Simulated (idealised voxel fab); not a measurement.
Process module in this document: voxel fin reveal
Shown is cross-section cut, with a width of 160 nm and square cells of size 5 nm.
Notation: cross-section as square-cell grid; stated in bands, top first, going down; one or more cell rows per band. Band: top height; bottom height; in nm. Then, left to right: material with width in nm, for each material. "edge to edge": a single material spanning edge to edge. "empty": empty space. Beneath 0, the wafer as received is one material, and that level is where height counting begins. The lowest band goes on downward without a bottom; it is written like "from 0 down". Quick explanation for "30 to 40": the width changes in equal steps down the rows of cells, from the first number in the band's top row to the second number in its bottom row. Key: "nothing got changed" - step with no changed cell in the cross-section. In "Catalogued sealed voids" the enclosed voids are listed, meaning empty spaces of 8 cells or larger without any opening to the top. The form is width x height at distance, distance from the left edge, units nm. Post-settings text on a step line: simulator's own remark regarding the step. "overlay nm" denotes, for a step that has a mask, the displacement of the mask to the right of its planned place, with negative values corresponding to the left.
-- The process steps that were planned are listed below
1 RECEIVE,material Si
2 CONFORMAL_DEP,material SiN,thk nm 10
3 DIRECTIONAL_DEP,material aC,thk nm 10
4 PATTERN,tone cover,mask id FINS,material resist,width nm 15,pitch nm 35,thk nm 30,overlay nm -15
5 DIRECTIONAL_ETCH,etch materials aC,depth nm 10
6 STRIP,etch materials resist
7 DIRECTIONAL_ETCH,etch materials SiN,depth nm 10
8 DIRECTIONAL_ETCH,etch materials Si,depth nm 40
9 STRIP,etch materials aC
10 FILL_DEP,material SiO2,thk nm 15
11 CMP,height nm 10
12 SELECTIVE_ETCH,etch materials SiO2,depth nm 25
13 STRIP,etch materials SiN
14 CONFORMAL_DEP,material SiO2,thk nm 5
The wafers are alike at the start. At step 4, their overlay nm differs. The plan lists the first wafer's value.
-- First of several wafers (as received, post step 1), cross-sectional view
* from 0 down  Si edge to edge
* Catalogued sealed voids: none
-- Below, a row for every wafer. Read it as the end-of-module picture: for each material the wafer shows its cells gained (+) or lost (-) since it was received, and then its closed voids
overlay nm -15; -184 Si; +165 SiO2; Catalogued sealed voids: none
overlay nm -10; -184 Si; +165 SiO2; Catalogued sealed voids: none
overlay nm -5; -184 Si; +165 SiO2; Catalogued sealed voids: none
overlay nm 0; -184 Si; +165 SiO2; Catalogued sealed voids: none
overlay nm 5; -184 Si; +165 SiO2; Catalogued sealed voids: none
overlay nm 10; -184 Si; +165 SiO2; Catalogued sealed voids: none
overlay nm 15; -184 Si; +165 SiO2; Catalogued sealed voids: none
